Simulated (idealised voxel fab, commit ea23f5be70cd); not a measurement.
process module | voxel transistor to metal
cross-section cut | 280 nm wide | cells 5 nm
A cross-section is a grid of square cells, given in bands from the top down. A band is one or more rows of cells.
Each band's line starts with the height of the band's top and of its bottom, in nm. Then come its materials from left to right, each with its width in nm. One material with "throughout" fills the band from edge to edge. "air" is empty space.
Height 0 is the level under which the wafer as received is all one material. The lowest band goes on downwards, as in "0 down".
A width such as "30 to 40" changes by the same amount from each row of cells to the next, from the band's top row to its bottom row.
"no change" after a step means that no cell of the cross-section changed.
closed voids: empty space of 8 cells or more with no open way to the top, each as width x height at its distance from the left edge, in nm
after a step's settings: what the simulator itself notes on the step
overlay nm, on a step with a mask: how far to the right of its planned place the mask lay; to the left if negative
Each pair below shows a cross-section before one step and the cross-section after it, down to the lowest band that changed. The line under each pair gives the step between them, with its settings. The pairs can come from different runs of this module on the same starting wafer, so a pair continues from the pair above only where its "before" says so.
before
  0 down: Si throughout
  closed voids: none
after
  5 to 0: SiO2 throughout
  below 0: unchanged
  closed voids: none
the step between: op CONFORMAL_DEP | material SiO2 | thk nm 5
before: the cross-section after the pair above
after
  20 to 5: SiN throughout
  below 5: unchanged
  closed voids: none
the step between: op CONFORMAL_DEP | material SiN | thk nm 15
before: the cross-section after the pair above
after
  30 to 20: aC throughout
  below 20: unchanged
  closed voids: none
the step between: op DIRECTIONAL_DEP | material aC | thk nm 10
before: the cross-section after the pair above
after
  55 to 30: air 20 | resist 110 | air 20 | resist 110 | air 20
  below 30: unchanged
  closed voids: none
the step between: op PATTERN | tone cover | mask id ACTIVE | material resist | width nm 110 | pitch nm 130 | thk nm 25 | overlay nm 0
before: the cross-section after the pair above
after
  45 to 30: air 20 | resist 110 | air 20 | resist 110 | air 20
  30 to 20: air 20 | aC 110 | air 20 | aC 110 | air 20
  below 20: unchanged
  closed voids: none
the step between: op DIRECTIONAL_ETCH | etch materials aC | depth nm 10
before: the cross-section after the pair above
after
  30 to 20: air 20 | aC 110 | air 20 | aC 110 | air 20
  below 20: unchanged
  closed voids: none
the step between: op STRIP | etch materials resist
before: the cross-section after the pair above
after
  30 to 20: air 20 | aC 110 | air 20 | aC 110 | air 20
  20 to 5: air 20 | SiN 110 | air 20 | SiN 110 | air 20
  below 5: unchanged
  closed voids: none
the step between: op DIRECTIONAL_ETCH | etch materials SiN | depth nm 15
before: the cross-section after the pair above
after
  30 to 20: air 20 | aC 110 | air 20 | aC 110 | air 20
  20 to 5: air 20 | SiN 110 | air 20 | SiN 110 | air 20
  5 to 0: air 20 | SiO2 110 | air 20 | SiO2 110 | air 20
  below 0: unchanged
  closed voids: none
the step between: op DIRECTIONAL_ETCH | etch materials SiO2 | depth nm 5
before: the cross-section after the pair above
after
  30 to 20: air 20 | aC 110 | air 20 | aC 110 | air 20
  20 to 5: air 20 | SiN 110 | air 20 | SiN 110 | air 20
  5 to 0: air 20 | SiO2 110 | air 20 | SiO2 110 | air 20
  0 to -20: air 20 | Si 110 | air 20 | Si 110 | air 20
  below -20: unchanged
  closed voids: none
the step between: op DIRECTIONAL_ETCH | etch materials Si | depth nm 20
before: the cross-section after the pair above
after
  20 to 5: air 20 | SiN 110 | air 20 | SiN 110 | air 20
  below 5: unchanged
  closed voids: none
the step between: op STRIP | etch materials aC
before: the cross-section after the pair above
after
  30 to 20: SiO2 throughout
  20 to 5: SiO2 20 | SiN 110 | SiO2 20 | SiN 110 | SiO2 20
  5 to 0: SiO2 throughout
  0 to -20: SiO2 20 | Si 110 | SiO2 20 | Si 110 | SiO2 20
  below -20: unchanged
  closed voids: none
the step between: op FILL_DEP | material SiO2 | thk nm 10
before: the cross-section after the pair above
after
  20 to 5: SiO2 20 | SiN 110 | SiO2 20 | SiN 110 | SiO2 20
  below 5: unchanged
  closed voids: none
the step between: op CMP | height nm 20
before: the cross-section after the pair above
after
  20 to 5: air 20 | SiN 110 | air 20 | SiN 110 | air 20
  below 5: unchanged
  closed voids: none
the step between: op SELECTIVE_ETCH | etch materials SiO2 | depth nm 15
before: the cross-section after the pair above
after
  5 to 0: SiO2 throughout
  below 0: unchanged
  closed voids: none
the step between: op STRIP | etch materials SiN
before: the cross-section after the pair above
after
  0 to -20: SiO2 20 | Si 110 | SiO2 20 | Si 110 | SiO2 20
  below -20: unchanged
  closed voids: none
the step between: op SELECTIVE_ETCH | etch materials SiO2 | depth nm 5
before: the cross-section after the pair above
after
  0 to -5: SiO2 throughout
  below -5: unchanged
  closed voids: none
the step between: op OXIDIZE | depth nm 5
before: the cross-section after the pair above
after
  25 to 0: polySi throughout
  below 0: unchanged
  closed voids: none
the step between: op DIRECTIONAL_DEP | material polySi | thk nm 25
before: the cross-section after the pair above
after
  35 to 25: SiCN throughout
  below 25: unchanged
  closed voids: none
the step between: op DIRECTIONAL_DEP | material SiCN | thk nm 10
before: the cross-section after the pair above
after
  35 to 25: air 65 | SiCN 20 | air 110 | SiCN 20 | air 65
  below 25: unchanged
  closed voids: none
the step between: op MASKED_ETCH | tone cover | mask id GATE | width nm 20 | pitch nm 130 | etch materials SiCN | depth nm 20 | overlay nm 0
before: the cross-section after the pair above
after
  35 to 25: air 65 | SiCN 20 | air 110 | SiCN 20 | air 65
  25 to 0: air 65 | polySi 20 | air 110 | polySi 20 | air 65
  below 0: unchanged
  closed voids: none
the step between: op MASKED_ETCH | tone cover | mask id GATE | width nm 20 | pitch nm 130 | etch materials polySi | depth nm 35 | overlay nm 0
before: the cross-section after the pair above
after
  40 to 35: air 60 | SiN 30 | air 100 | SiN 30 | air 60
  35 to 25: air 60 | SiN 5 | SiCN 20 | SiN 5 | air 100 | SiN 5 | SiCN 20 | SiN 5 | air 60
  25 to 5: air 60 | SiN 5 | polySi 20 | SiN 5 | air 100 | SiN 5 | polySi 20 | SiN 5 | air 60
  5 to 0: SiN 65 | polySi 20 | SiN 110 | polySi 20 | SiN 65
  below 0: unchanged
  closed voids: none
the step between: op CONFORMAL_DEP | material SiN | thk nm 5
before: the cross-section after the pair above
after
  35 to 25: air 60 | SiN 5 | SiCN 20 | SiN 5 | air 100 | SiN 5 | SiCN 20 | SiN 5 | air 60
  25 to 0: air 60 | SiN 5 | polySi 20 | SiN 5 | air 100 | SiN 5 | polySi 20 | SiN 5 | air 60
  below 0: unchanged
  closed voids: none
the step between: op DIRECTIONAL_ETCH | etch materials SiN | depth nm 5
before: the cross-section after the pair above
after
  35 to 25: air 60 | SiN 5 | SiCN 20 | SiN 5 | air 100 | SiN 5 | SiCN 20 | SiN 5 | air 60
  25 to 0: air 60 | SiN 5 | polySi 20 | SiN 5 | air 100 | SiN 5 | polySi 20 | SiN 5 | air 60
  0 to -5: air 60 | SiO2 30 | air 100 | SiO2 30 | air 60
  below -5: unchanged
  closed voids: none
the step between: op DIRECTIONAL_ETCH | etch materials SiO2 | depth nm 5
before: the cross-section after the pair above
after
  35 to 25: air 60 | SiN 5 | SiCN 20 | SiN 5 | air 100 | SiN 5 | SiCN 20 | SiN 5 | air 60
  25 to 0: air 60 | SiN 5 | polySi 20 | SiN 5 | air 100 | SiN 5 | polySi 20 | SiN 5 | air 60
  0 to -5: air 60 | SiO2 30 | air 100 | SiO2 30 | air 60
  -5 to -15: SiO2 20 | air 40 | Si 30 | air 40 | SiO2 20 | air 40 | Si 30 | air 40 | SiO2 20
  below -15: unchanged
  closed voids: none
the step between: op DIRECTIONAL_ETCH | etch materials Si | depth nm 10
before: the cross-section after the pair above
after
  35 to 25: air 60 | SiN 5 | SiCN 20 | SiN 5 | air 100 | SiN 5 | SiCN 20 | SiN 5 | air 60
  25 to 5: air 60 | SiN 5 | polySi 20 | SiN 5 | air 100 | SiN 5 | polySi 20 | SiN 5 | air 60
  5 to 0: air 50 | SiGe 10 | SiN 5 | polySi 20 | SiN 5 | SiGe 10 | air 80 | SiGe 10 | SiN 5 | polySi 20 | SiN 5 | SiGe 10 | air 50
  0 to -5: air 50 | SiGe 10 | SiO2 30 | SiGe 10 | air 80 | SiGe 10 | SiO2 30 | SiGe 10 | air 50
  -5 to -15: SiO2 20 | SiGe 40 | Si 30 | SiGe 40 | SiO2 20 | SiGe 40 | Si 30 | SiGe 40 | SiO2 20
  below -15: unchanged
  closed voids: none
the step between: op EPI | material SiGe | thk nm 10
before: the cross-section after the pair above
after
  45 to 35: SiO2 throughout
  35 to 25: SiO2 60 | SiN 5 | SiCN 20 | SiN 5 | SiO2 100 | SiN 5 | SiCN 20 | SiN 5 | SiO2 60
  25 to 5: SiO2 60 | SiN 5 | polySi 20 | SiN 5 | SiO2 100 | SiN 5 | polySi 20 | SiN 5 | SiO2 60
  5 to 0: SiO2 50 | SiGe 10 | SiN 5 | polySi 20 | SiN 5 | SiGe 10 | SiO2 80 | SiGe 10 | SiN 5 | polySi 20 | SiN 5 | SiGe 10 | SiO2 50
  0 to -5: SiO2 50 | SiGe 10 | SiO2 30 | SiGe 10 | SiO2 80 | SiGe 10 | SiO2 30 | SiGe 10 | SiO2 50
  below -5: unchanged
  closed voids: none
the step between: op FILL_DEP | material SiO2 | thk nm 10
before: the cross-section after the pair above
after
  35 to 25: SiO2 60 | SiN 5 | SiCN 20 | SiN 5 | SiO2 100 | SiN 5 | SiCN 20 | SiN 5 | SiO2 60
  below 25: unchanged
  closed voids: none
the step between: op CMP | height nm 35
before: the cross-section after the pair above
after
  45 to 35: SiO2 throughout
  below 35: unchanged
  closed voids: none
the step between: op DIRECTIONAL_DEP | material SiO2 | thk nm 10
before: the cross-section after the pair above
after
  45 to 35: SiO2 25 | air 20 | SiO2 60 | air 20 | SiO2 30 | air 20 | SiO2 60 | air 20 | SiO2 25
  35 to 25: SiO2 25 | air 20 | SiO2 15 | SiN 5 | SiCN 20 | SiN 5 | SiO2 15 | air 20 | SiO2 30 | air 20 | SiO2 15 | SiN 5 | SiCN 20 | SiN 5 | SiO2 15 | air 20 | SiO2 25
  25 to 5: SiO2 25 | air 20 | SiO2 15 | SiN 5 | polySi 20 | SiN 5 | SiO2 15 | air 20 | SiO2 30 | air 20 | SiO2 15 | SiN 5 | polySi 20 | SiN 5 | SiO2 15 | air 20 | SiO2 25
  5 to 0: SiO2 25 | air 20 | SiO2 5 | SiGe 10 | SiN 5 | polySi 20 | SiN 5 | SiGe 10 | SiO2 5 | air 20 | SiO2 30 | air 20 | SiO2 5 | SiGe 10 | SiN 5 | polySi 20 | SiN 5 | SiGe 10 | SiO2 5 | air 20 | SiO2 25
  0 to -5: SiO2 25 | air 20 | SiO2 5 | SiGe 10 | SiO2 30 | SiGe 10 | SiO2 5 | air 20 | SiO2 30 | air 20 | SiO2 5 | SiGe 10 | SiO2 30 | SiGe 10 | SiO2 5 | air 20 | SiO2 25
  below -5: unchanged
  closed voids: none
the step between: op MASKED_ETCH | tone open | mask id CONTACT | width nm 20 | etch materials SiO2 | depth nm 50 | overlay nm 0
before: the cross-section after the pair above
after
  50 to 45: TiN 30 | air 10 | TiN 70 | air 10 | TiN 40 | air 10 | TiN 70 | air 10 | TiN 30
  45 to 35: SiO2 25 | TiN 5 | air 10 | TiN 5 | SiO2 60 | TiN 5 | air 10 | TiN 5 | SiO2 30 | TiN 5 | air 10 | TiN 5 | SiO2 60 | TiN 5 | air 10 | TiN 5 | SiO2 25
  35 to 25: SiO2 25 | TiN 5 | air 10 | TiN 5 | SiO2 15 | SiN 5 | SiCN 20 | SiN 5 | SiO2 15 | TiN 5 | air 10 | TiN 5 | SiO2 30 | TiN 5 | air 10 | TiN 5 | SiO2 15 | SiN 5 | SiCN 20 | SiN 5 | SiO2 15 | TiN 5 | air 10 | TiN 5 | SiO2 25
  25 to 5: SiO2 25 | TiN 5 | air 10 | TiN 5 | SiO2 15 | SiN 5 | polySi 20 | SiN 5 | SiO2 15 | TiN 5 | air 10 | TiN 5 | SiO2 30 | TiN 5 | air 10 | TiN 5 | SiO2 15 | SiN 5 | polySi 20 | SiN 5 | SiO2 15 | TiN 5 | air 10 | TiN 5 | SiO2 25
  5 to 0: SiO2 25 | TiN 5 | air 10 | TiN 5 | SiO2 5 | SiGe 10 | SiN 5 | polySi 20 | SiN 5 | SiGe 10 | SiO2 5 | TiN 5 | air 10 | TiN 5 | SiO2 30 | TiN 5 | air 10 | TiN 5 | SiO2 5 | SiGe 10 | SiN 5 | polySi 20 | SiN 5 | SiGe 10 | SiO2 5 | TiN 5 | air 10 | TiN 5 | SiO2 25
  0 to -5: SiO2 25 | TiN 20 | SiO2 5 | SiGe 10 | SiO2 30 | SiGe 10 | SiO2 5 | TiN 20 | SiO2 30 | TiN 20 | SiO2 5 | SiGe 10 | SiO2 30 | SiGe 10 | SiO2 5 | TiN 20 | SiO2 25
  below -5: unchanged
  closed voids: none
the step between: op CONFORMAL_DEP | material TiN | thk nm 5
before: the cross-section after the pair above
after
  60 to 50: Ru throughout
  50 to 45: TiN 30 | Ru 10 | TiN 70 | Ru 10 | TiN 40 | Ru 10 | TiN 70 | Ru 10 | TiN 30
  45 to 35: SiO2 25 | TiN 5 | Ru 10 | TiN 5 | SiO2 60 | TiN 5 | Ru 10 | TiN 5 | SiO2 30 | TiN 5 | Ru 10 | TiN 5 | SiO2 60 | TiN 5 | Ru 10 | TiN 5 | SiO2 25
  35 to 25: SiO2 25 | TiN 5 | Ru 10 | TiN 5 | SiO2 15 | SiN 5 | SiCN 20 | SiN 5 | SiO2 15 | TiN 5 | Ru 10 | TiN 5 | SiO2 30 | TiN 5 | Ru 10 | TiN 5 | SiO2 15 | SiN 5 | SiCN 20 | SiN 5 | SiO2 15 | TiN 5 | Ru 10 | TiN 5 | SiO2 25
  25 to 5: SiO2 25 | TiN 5 | Ru 10 | TiN 5 | SiO2 15 | SiN 5 | polySi 20 | SiN 5 | SiO2 15 | TiN 5 | Ru 10 | TiN 5 | SiO2 30 | TiN 5 | Ru 10 | TiN 5 | SiO2 15 | SiN 5 | polySi 20 | SiN 5 | SiO2 15 | TiN 5 | Ru 10 | TiN 5 | SiO2 25
  5 to 0: SiO2 25 | TiN 5 | Ru 10 | TiN 5 | SiO2 5 | SiGe 10 | SiN 5 | polySi 20 | SiN 5 | SiGe 10 | SiO2 5 | TiN 5 | Ru 10 | TiN 5 | SiO2 30 | TiN 5 | Ru 10 | TiN 5 | SiO2 5 | SiGe 10 | SiN 5 | polySi 20 | SiN 5 | SiGe 10 | SiO2 5 | TiN 5 | Ru 10 | TiN 5 | SiO2 25
  below 0: unchanged
  closed voids: none
the step between: op FILL_DEP | material Ru | thk nm 10
before: the cross-section after the pair above
after
  45 to 35: SiO2 25 | TiN 5 | Ru 10 | TiN 5 | SiO2 60 | TiN 5 | Ru 10 | TiN 5 | SiO2 30 | TiN 5 | Ru 10 | TiN 5 | SiO2 60 | TiN 5 | Ru 10 | TiN 5 | SiO2 25
  below 35: unchanged
  closed voids: none
the step between: op CMP | height nm 45
before: the cross-section after the pair above
after
  50 to 45: SiCN throughout
  below 45: unchanged
  closed voids: none
the step between: op CONFORMAL_DEP | material SiCN | thk nm 5
before: the cross-section after the pair above
after
  70 to 50: SiO2 throughout
  below 50: unchanged
  closed voids: none
the step between: op DIRECTIONAL_DEP | material SiO2 | thk nm 20
before: the cross-section after the pair above
after
  70 to 50: SiO2 25 | air 20 | SiO2 60 | air 20 | SiO2 30 | air 20 | SiO2 60 | air 20 | SiO2 25
  below 50: unchanged
  closed voids: none
the step between: op MASKED_ETCH | tone open | mask id METAL_1 | width nm 20 | etch materials SiO2 | depth nm 20 | overlay nm 0
before: the cross-section after the pair above
after
  70 to 50: SiO2 25 | air 20 | SiO2 60 | air 20 | SiO2 30 | air 20 | SiO2 60 | air 20 | SiO2 25
  50 to 45: SiCN 25 | air 20 | SiCN 60 | air 20 | SiCN 30 | air 20 | SiCN 60 | air 20 | SiCN 25
  below 45: unchanged
  closed voids: none
the step between: op MASKED_ETCH | tone open | mask id METAL_1 | width nm 20 | etch materials SiCN | depth nm 5 | overlay nm 0
before: the cross-section after the pair above
after
  75 to 70: TiN 30 | air 10 | TiN 70 | air 10 | TiN 40 | air 10 | TiN 70 | air 10 | TiN 30
  70 to 50: SiO2 25 | TiN 5 | air 10 | TiN 5 | SiO2 60 | TiN 5 | air 10 | TiN 5 | SiO2 30 | TiN 5 | air 10 | TiN 5 | SiO2 60 | TiN 5 | air 10 | TiN 5 | SiO2 25
  50 to 45: SiCN 25 | TiN 20 | SiCN 60 | TiN 20 | SiCN 30 | TiN 20 | SiCN 60 | TiN 20 | SiCN 25
  below 45: unchanged
  closed voids: none
the step between: op CONFORMAL_DEP | material TiN | thk nm 5
before: the cross-section after the pair above
after
  80 to 75: W throughout
  75 to 70: TiN 30 | W 10 | TiN 70 | W 10 | TiN 40 | W 10 | TiN 70 | W 10 | TiN 30
  70 to 50: SiO2 25 | TiN 5 | W 10 | TiN 5 | SiO2 60 | TiN 5 | W 10 | TiN 5 | SiO2 30 | TiN 5 | W 10 | TiN 5 | SiO2 60 | TiN 5 | W 10 | TiN 5 | SiO2 25
  below 50: unchanged
  closed voids: none
the step between: op FILL_DEP | material W | thk nm 5
before: the cross-section after the pair above
after
  70 to 50: SiO2 25 | TiN 5 | W 10 | TiN 5 | SiO2 60 | TiN 5 | W 10 | TiN 5 | SiO2 30 | TiN 5 | W 10 | TiN 5 | SiO2 60 | TiN 5 | W 10 | TiN 5 | SiO2 25
  below 50: unchanged
  closed voids: none
the step between: op CMP | height nm 70
before: the cross-section after the pair above
after
  75 to 70: air 20 | Ru 30 | air 50 | Ru 30 | air 20 | Ru 30 | air 50 | Ru 30 | air 20
  below 70: unchanged
  closed voids: none
the step between: op EPI | material Ru | thk nm 5
before: the cross-section after the pair above
after
  80 to 75: SiCN throughout
  75 to 70: SiCN 20 | Ru 30 | SiCN 50 | Ru 30 | SiCN 20 | Ru 30 | SiCN 50 | Ru 30 | SiCN 20
  below 70: unchanged
  closed voids: none
the step between: op FILL_DEP | material SiCN | thk nm 5
before: the cross-section after the pair above
after
  105 to 80: lowk throughout
  below 80: unchanged
  closed voids: none
the step between: op DIRECTIONAL_DEP | material lowk | thk nm 25
before: the cross-section after the pair above
after
  120 to 105: resist 25 | air 20 | resist 110 | air 20 | resist 105
  below 105: unchanged
  closed voids: none
the step between: op PATTERN | tone open | mask id METAL_2 | material resist | width nm 20 | pitch nm 130 | thk nm 15 | overlay nm 0
before: the cross-section after the pair above
after
  120 to 105: resist 25 | air 20 | resist 110 | air 20 | resist 105
  105 to 90: lowk 25 | air 20 | lowk 110 | air 20 | lowk 105
  below 90: unchanged
  closed voids: none
the step between: op DIRECTIONAL_ETCH | etch materials lowk | depth nm 15
before: the cross-section after the pair above
after
  105 to 90: lowk 25 | air 20 | lowk 110 | air 20 | lowk 105
  below 90: unchanged
  closed voids: none
the step between: op STRIP | etch materials resist
before: the cross-section after the pair above
after
  120 to 105: resist 25 | air 15 | resist 115 | air 15 | resist 110
  105 to 90: lowk 25 | air 15 | resist 5 | lowk 110 | air 15 | resist 5 | lowk 105
  below 90: unchanged
  closed voids: none
the step between: op PATTERN | tone open | mask id METAL_2_HOLES | material resist | width nm 15 | pitch nm 130 | thk nm 15 | overlay nm 0
before: the cross-section after the pair above
after
  120 to 105: resist 25 | air 15 | resist 115 | air 15 | resist 110
  105 to 90: lowk 25 | air 15 | resist 5 | lowk 110 | air 15 | resist 5 | lowk 105
  90 to 80: lowk 25 | air 15 | lowk 115 | air 15 | lowk 110
  below 80: unchanged
  closed voids: none
the step between: op DIRECTIONAL_ETCH | etch materials lowk | depth nm 10
before: the cross-section after the pair above
after
  120 to 105: resist 25 | air 15 | resist 115 | air 15 | resist 110
  105 to 90: lowk 25 | air 15 | resist 5 | lowk 110 | air 15 | resist 5 | lowk 105
  90 to 80: lowk 25 | air 15 | lowk 115 | air 15 | lowk 110
  80 to 75: SiCN 25 | air 15 | SiCN 115 | air 15 | SiCN 110
  below 75: unchanged
  closed voids: none
the step between: op DIRECTIONAL_ETCH | etch materials SiCN | depth nm 5
before: the cross-section after the pair above
after
  105 to 90: lowk 25 | air 20 | lowk 110 | air 20 | lowk 105
  below 90: unchanged
  closed voids: none
the step between: op STRIP | etch materials resist
before: the cross-section after the pair above
after
  110 to 105: TiN 30 | air 10 | TiN 120 | air 10 | TiN 110
  105 to 95: lowk 25 | TiN 5 | air 10 | TiN 5 | lowk 110 | TiN 5 | air 10 | TiN 5 | lowk 105
  95 to 90: lowk 25 | TiN 5 | air 5 | TiN 10 | lowk 110 | TiN 5 | air 5 | TiN 10 | lowk 105
  90 to 80: lowk 25 | TiN 5 | air 5 | TiN 5 | lowk 115 | TiN 5 | air 5 | TiN 5 | lowk 110
  80 to 75: SiCN 25 | TiN 15 | SiCN 115 | TiN 15 | SiCN 110
  below 75: unchanged
  closed voids: none
the step between: op CONFORMAL_DEP | material TiN | thk nm 5
before: the cross-section after the pair above
after
  115 to 110: Cu throughout
  110 to 105: TiN 30 | Cu 10 | TiN 120 | Cu 10 | TiN 110
  105 to 95: lowk 25 | TiN 5 | Cu 10 | TiN 5 | lowk 110 | TiN 5 | Cu 10 | TiN 5 | lowk 105
  95 to 90: lowk 25 | TiN 5 | Cu 5 | TiN 10 | lowk 110 | TiN 5 | Cu 5 | TiN 10 | lowk 105
  90 to 80: lowk 25 | TiN 5 | Cu 5 | TiN 5 | lowk 115 | TiN 5 | Cu 5 | TiN 5 | lowk 110
  below 80: unchanged
  closed voids: none
the step between: op FILL_DEP | material Cu | thk nm 5
before: the cross-section after the pair above
after
  105 to 95: lowk 25 | TiN 5 | Cu 10 | TiN 5 | lowk 110 | TiN 5 | Cu 10 | TiN 5 | lowk 105
  below 95: unchanged
  closed voids: none
the step between: op CMP | height nm 105
before: the cross-section after the pair above
after
  110 to 105: SiCN throughout
  below 105: unchanged
  closed voids: none
the step between: op CONFORMAL_DEP | material SiCN | thk nm 5
before
  60 to 50: Ru throughout
  50 to 45: TiN 30 | Ru 10 | TiN 70 | Ru 10 | TiN 40 | Ru 10 | TiN 70 | Ru 10 | TiN 30
  45 to 35: SiO2 25 | TiN 5 | Ru 10 | TiN 5 | SiO2 60 | TiN 5 | Ru 10 | TiN 5 | SiO2 30 | TiN 5 | Ru 10 | TiN 5 | SiO2 60 | TiN 5 | Ru 10 | TiN 5 | SiO2 25
  35 to 25: SiO2 25 | TiN 5 | Ru 10 | TiN 5 | SiO2 15 | SiN 5 | SiCN 20 | SiN 5 | SiO2 15 | TiN 5 | Ru 10 | TiN 5 | SiO2 30 | TiN 5 | Ru 10 | TiN 5 | SiO2 15 | SiN 5 | SiCN 20 | SiN 5 | SiO2 15 | TiN 5 | Ru 10 | TiN 5 | SiO2 25
  25 to 5: SiO2 25 | TiN 5 | Ru 10 | TiN 5 | SiO2 15 | SiN 5 | polySi 20 | SiN 5 | SiO2 15 | TiN 5 | Ru 10 | TiN 5 | SiO2 30 | TiN 5 | Ru 10 | TiN 5 | SiO2 15 | SiN 5 | polySi 20 | SiN 5 | SiO2 15 | TiN 5 | Ru 10 | TiN 5 | SiO2 25
  5 to 0: SiO2 25 | TiN 5 | Ru 10 | TiN 5 | SiO2 5 | SiGe 10 | SiN 5 | polySi 20 | SiN 5 | SiGe 10 | SiO2 5 | TiN 5 | Ru 10 | TiN 5 | SiO2 30 | TiN 5 | Ru 10 | TiN 5 | SiO2 5 | SiGe 10 | SiN 5 | polySi 20 | SiN 5 | SiGe 10 | SiO2 5 | TiN 5 | Ru 10 | TiN 5 | SiO2 25
  0 to -5: SiO2 25 | TiN 20 | SiO2 5 | SiGe 10 | SiO2 30 | SiGe 10 | SiO2 5 | TiN 20 | SiO2 30 | TiN 20 | SiO2 5 | SiGe 10 | SiO2 30 | SiGe 10 | SiO2 5 | TiN 20 | SiO2 25
  -5 to -15: SiO2 20 | SiGe 40 | Si 30 | SiGe 40 | SiO2 20 | SiGe 40 | Si 30 | SiGe 40 | SiO2 20
  -15 to -20: SiO2 20 | Si 110 | SiO2 20 | Si 110 | SiO2 20
  -20 down: Si throughout
  closed voids: none
after
  65 to 60: SiCN throughout
  below 60: unchanged
  closed voids: none
the step between: op CONFORMAL_DEP | material SiCN | thk nm 5
before: the cross-section after the pair above
after
  85 to 65: SiO2 throughout
  below 65: unchanged
  closed voids: none
the step between: op DIRECTIONAL_DEP | material SiO2 | thk nm 20
before: the cross-section after the pair above
after
  85 to 65: SiO2 25 | air 20 | SiO2 60 | air 20 | SiO2 30 | air 20 | SiO2 60 | air 20 | SiO2 25
  below 65: unchanged
  closed voids: none
the step between: op MASKED_ETCH | tone open | mask id METAL_1 | width nm 20 | etch materials SiO2 | depth nm 20 | overlay nm 0
before: the cross-section after the pair above
after
  85 to 65: SiO2 25 | air 20 | SiO2 60 | air 20 | SiO2 30 | air 20 | SiO2 60 | air 20 | SiO2 25
  65 to 60: SiCN 25 | air 20 | SiCN 60 | air 20 | SiCN 30 | air 20 | SiCN 60 | air 20 | SiCN 25
  below 60: unchanged
  closed voids: none
the step between: op MASKED_ETCH | tone open | mask id METAL_1 | width nm 20 | etch materials SiCN | depth nm 5 | overlay nm 0
before: the cross-section after the pair above
after
  90 to 85: TiN 30 | air 10 | TiN 70 | air 10 | TiN 40 | air 10 | TiN 70 | air 10 | TiN 30
  85 to 65: SiO2 25 | TiN 5 | air 10 | TiN 5 | SiO2 60 | TiN 5 | air 10 | TiN 5 | SiO2 30 | TiN 5 | air 10 | TiN 5 | SiO2 60 | TiN 5 | air 10 | TiN 5 | SiO2 25
  65 to 60: SiCN 25 | TiN 20 | SiCN 60 | TiN 20 | SiCN 30 | TiN 20 | SiCN 60 | TiN 20 | SiCN 25
  below 60: unchanged
  closed voids: none
the step between: op CONFORMAL_DEP | material TiN | thk nm 5
before: the cross-section after the pair above
after
  95 to 90: W throughout
  90 to 85: TiN 30 | W 10 | TiN 70 | W 10 | TiN 40 | W 10 | TiN 70 | W 10 | TiN 30
  85 to 65: SiO2 25 | TiN 5 | W 10 | TiN 5 | SiO2 60 | TiN 5 | W 10 | TiN 5 | SiO2 30 | TiN 5 | W 10 | TiN 5 | SiO2 60 | TiN 5 | W 10 | TiN 5 | SiO2 25
  below 65: unchanged
  closed voids: none
the step between: op FILL_DEP | material W | thk nm 5
before: the cross-section after the pair above
after
  70 to 65: SiO2 25 | TiN 5 | W 10 | TiN 5 | SiO2 60 | TiN 5 | W 10 | TiN 5 | SiO2 30 | TiN 5 | W 10 | TiN 5 | SiO2 60 | TiN 5 | W 10 | TiN 5 | SiO2 25
  below 65: unchanged
  closed voids: none
the step between: op CMP | height nm 70
before: the cross-section after the pair above
after
  75 to 70: air 20 | Ru 30 | air 50 | Ru 30 | air 20 | Ru 30 | air 50 | Ru 30 | air 20
  below 70: unchanged
  closed voids: none
the step between: op EPI | material Ru | thk nm 5
before: the cross-section after the pair above
after
  80 to 75: SiCN throughout
  75 to 70: SiCN 20 | Ru 30 | SiCN 50 | Ru 30 | SiCN 20 | Ru 30 | SiCN 50 | Ru 30 | SiCN 20
  below 70: unchanged
  closed voids: none
the step between: op FILL_DEP | material SiCN | thk nm 5
before: the cross-section after the pair above
after
  105 to 80: lowk throughout
  below 80: unchanged
  closed voids: none
the step between: op DIRECTIONAL_DEP | material lowk | thk nm 25
before: the cross-section after the pair above
after
  120 to 105: resist 25 | air 20 | resist 110 | air 20 | resist 105
  below 105: unchanged
  closed voids: none
the step between: op PATTERN | tone open | mask id METAL_2 | material resist | width nm 20 | pitch nm 130 | thk nm 15 | overlay nm 0
before: the cross-section after the pair above
after
  120 to 105: resist 25 | air 20 | resist 110 | air 20 | resist 105
  105 to 90: lowk 25 | air 20 | lowk 110 | air 20 | lowk 105
  below 90: unchanged
  closed voids: none
the step between: op DIRECTIONAL_ETCH | etch materials lowk | depth nm 15
before: the cross-section after the pair above
after
  105 to 90: lowk 25 | air 20 | lowk 110 | air 20 | lowk 105
  below 90: unchanged
  closed voids: none
the step between: op STRIP | etch materials resist
before: the cross-section after the pair above
after
  120 to 105: resist 25 | air 15 | resist 115 | air 15 | resist 110
  105 to 90: lowk 25 | air 15 | resist 5 | lowk 110 | air 15 | resist 5 | lowk 105
  below 90: unchanged
  closed voids: none
the step between: op PATTERN | tone open | mask id METAL_2_HOLES | material resist | width nm 15 | pitch nm 130 | thk nm 15 | overlay nm 0
before: the cross-section after the pair above
after
  120 to 105: resist 25 | air 15 | resist 115 | air 15 | resist 110
  105 to 90: lowk 25 | air 15 | resist 5 | lowk 110 | air 15 | resist 5 | lowk 105
  90 to 80: lowk 25 | air 15 | lowk 115 | air 15 | lowk 110
  below 80: unchanged
  closed voids: none
the step between: op DIRECTIONAL_ETCH | etch materials lowk | depth nm 10
before: the cross-section after the pair above
after
  120 to 105: resist 25 | air 15 | resist 115 | air 15 | resist 110
  105 to 90: lowk 25 | air 15 | resist 5 | lowk 110 | air 15 | resist 5 | lowk 105
  90 to 80: lowk 25 | air 15 | lowk 115 | air 15 | lowk 110
  80 to 75: SiCN 25 | air 15 | SiCN 115 | air 15 | SiCN 110
  below 75: unchanged
  closed voids: none
the step between: op DIRECTIONAL_ETCH | etch materials SiCN | depth nm 5
before: the cross-section after the pair above
after
  105 to 90: lowk 25 | air 20 | lowk 110 | air 20 | lowk 105
  below 90: unchanged
  closed voids: none
the step between: op STRIP | etch materials resist
before: the cross-section after the pair above
after
  110 to 105: TiN 30 | air 10 | TiN 120 | air 10 | TiN 110
  105 to 95: lowk 25 | TiN 5 | air 10 | TiN 5 | lowk 110 | TiN 5 | air 10 | TiN 5 | lowk 105
  95 to 90: lowk 25 | TiN 5 | air 5 | TiN 10 | lowk 110 | TiN 5 | air 5 | TiN 10 | lowk 105
  90 to 80: lowk 25 | TiN 5 | air 5 | TiN 5 | lowk 115 | TiN 5 | air 5 | TiN 5 | lowk 110
  80 to 75: SiCN 25 | TiN 15 | SiCN 115 | TiN 15 | SiCN 110
  below 75: unchanged
  closed voids: none
the step between: op CONFORMAL_DEP | material TiN | thk nm 5
